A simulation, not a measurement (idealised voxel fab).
process module | voxel tone inversion
cross-section cut | 200 nm wide | cells 5 nm
A cross-section is a grid of square cells, given in bands from the top down. A band is one or more rows of cells.
Each band's line starts with the height of the band's top and of its bottom, in nm. Then come its materials from left to right, each with its width in nm. One material with "throughout" fills the band from edge to edge. "air" is empty space.
Height 0 is the level under which the wafer as received is all one material. The lowest band goes on downwards, as in "0 down".
A width such as "30 to 40" changes by the same amount from each row of cells to the next, from the band's top row to its bottom row.
"no change" after a step means that no cell of the cross-section changed.
closed voids: empty space of 8 cells or more with no open way to the top, each as width x height at its distance from the left edge, in nm
after a step's settings: what the simulator itself notes on the step
overlay nm, on a step with a mask: how far to the right of its planned place the mask lay; to the left if negative
plan
1 op RECEIVE | material Si
2 op CONFORMAL_DEP | material SiN | thk nm 5
3 op DIRECTIONAL_DEP | material aC | thk nm 20
4 op PATTERN | tone cover | mask id POSTS | material resist | width nm 20 | pitch nm 35 | thk nm 30 | overlay nm 0
5 op DIRECTIONAL_ETCH | etch materials aC | depth nm 20
6 op STRIP | etch materials resist
7 op FILL_DEP | material SiO2 | thk nm 10
8 op CMP | height nm 25
9 op STRIP | etch materials aC
10 op CONFORMAL_DEP | material TiN | thk nm 5
11 op FILL_DEP | material W | thk nm 10
12 op CMP | height nm 25
13 op CONFORMAL_DEP | material SiCN | thk nm 5
first wafer, as planned
as received, after step 1
  0 down: Si throughout
  closed voids: none
after step 2
  5 to 0: SiN throughout
  below 0: unchanged
after step 3
  25 to 5: aC throughout
  below 5: unchanged
after step 4
  55 to 25: air 55 | resist 20 | air 15 | resist 20 | air 15 | resist 20 | air 55
  below 25: unchanged
after step 5
  35 to 25: air 55 | resist 20 | air 15 | resist 20 | air 15 | resist 20 | air 55
  25 to 5: air 55 | aC 20 | air 15 | aC 20 | air 15 | aC 20 | air 55
  below 5: unchanged
after step 6
  25 to 5: air 55 | aC 20 | air 15 | aC 20 | air 15 | aC 20 | air 55
  below 5: unchanged
after step 7
  35 to 25: SiO2 throughout
  25 to 5: SiO2 55 | aC 20 | SiO2 15 | aC 20 | SiO2 15 | aC 20 | SiO2 55
  below 5: unchanged
after step 8
  25 to 5: SiO2 55 | aC 20 | SiO2 15 | aC 20 | SiO2 15 | aC 20 | SiO2 55
  below 5: unchanged
after step 9
  25 to 5: SiO2 55 | air 20 | SiO2 15 | air 20 | SiO2 15 | air 20 | SiO2 55
  below 5: unchanged
after step 10
  30 to 25: TiN 60 | air 10 | TiN 25 | air 10 | TiN 25 | air 10 | TiN 60
  25 to 10: SiO2 55 | TiN 5 | air 10 | TiN 5 | SiO2 15 | TiN 5 | air 10 | TiN 5 | SiO2 15 | TiN 5 | air 10 | TiN 5 | SiO2 55
  10 to 5: SiO2 55 | TiN 20 | SiO2 15 | TiN 20 | SiO2 15 | TiN 20 | SiO2 55
  below 5: unchanged
after step 11
  40 to 30: W throughout
  30 to 25: TiN 60 | W 10 | TiN 25 | W 10 | TiN 25 | W 10 | TiN 60
  25 to 10: SiO2 55 | TiN 5 | W 10 | TiN 5 | SiO2 15 | TiN 5 | W 10 | TiN 5 | SiO2 15 | TiN 5 | W 10 | TiN 5 | SiO2 55
  below 10: unchanged
after step 12
  25 to 10: SiO2 55 | TiN 5 | W 10 | TiN 5 | SiO2 15 | TiN 5 | W 10 | TiN 5 | SiO2 15 | TiN 5 | W 10 | TiN 5 | SiO2 55
  below 10: unchanged
after step 13
  30 to 25: SiCN throughout
  below 25: unchanged
second wafer: like start, like plan, one mistake. Through step 7 it matches the first wafer
when step 8 should have ended
  25 to 5: SiO2 55 | aC 20 | SiO2 15 | aC 20 | SiO2 15 | aC 20 | SiO2 55
  below 5: unchanged
when step 9 should have ended
  25 to 5: SiO2 55 | air 20 | SiO2 15 | air 20 | SiO2 15 | air 20 | SiO2 55
  below 5: unchanged
when step 10 should have ended
  30 to 25: TiN 60 | air 10 | TiN 25 | air 10 | TiN 25 | air 10 | TiN 60
  25 to 10: SiO2 55 | TiN 5 | air 10 | TiN 5 | SiO2 15 | TiN 5 | air 10 | TiN 5 | SiO2 15 | TiN 5 | air 10 | TiN 5 | SiO2 55
  10 to 5: SiO2 55 | TiN 20 | SiO2 15 | TiN 20 | SiO2 15 | TiN 20 | SiO2 55
  below 5: unchanged
when step 11 should have ended
  40 to 30: W throughout
  30 to 25: TiN 60 | W 10 | TiN 25 | W 10 | TiN 25 | W 10 | TiN 60
  25 to 10: SiO2 55 | TiN 5 | W 10 | TiN 5 | SiO2 15 | TiN 5 | W 10 | TiN 5 | SiO2 15 | TiN 5 | W 10 | TiN 5 | SiO2 55
  below 10: unchanged
when step 12 should have ended
  25 to 10: SiO2 55 | TiN 5 | W 10 | TiN 5 | SiO2 15 | TiN 5 | W 10 | TiN 5 | SiO2 15 | TiN 5 | W 10 | TiN 5 | SiO2 55
  below 10: unchanged
when step 13 should have ended
  30 to 25: SiCN throughout
  below 25: unchanged
what went wrong: step 8 was run twice
at the end the two cross-sections are the same: no effect in what this model computes
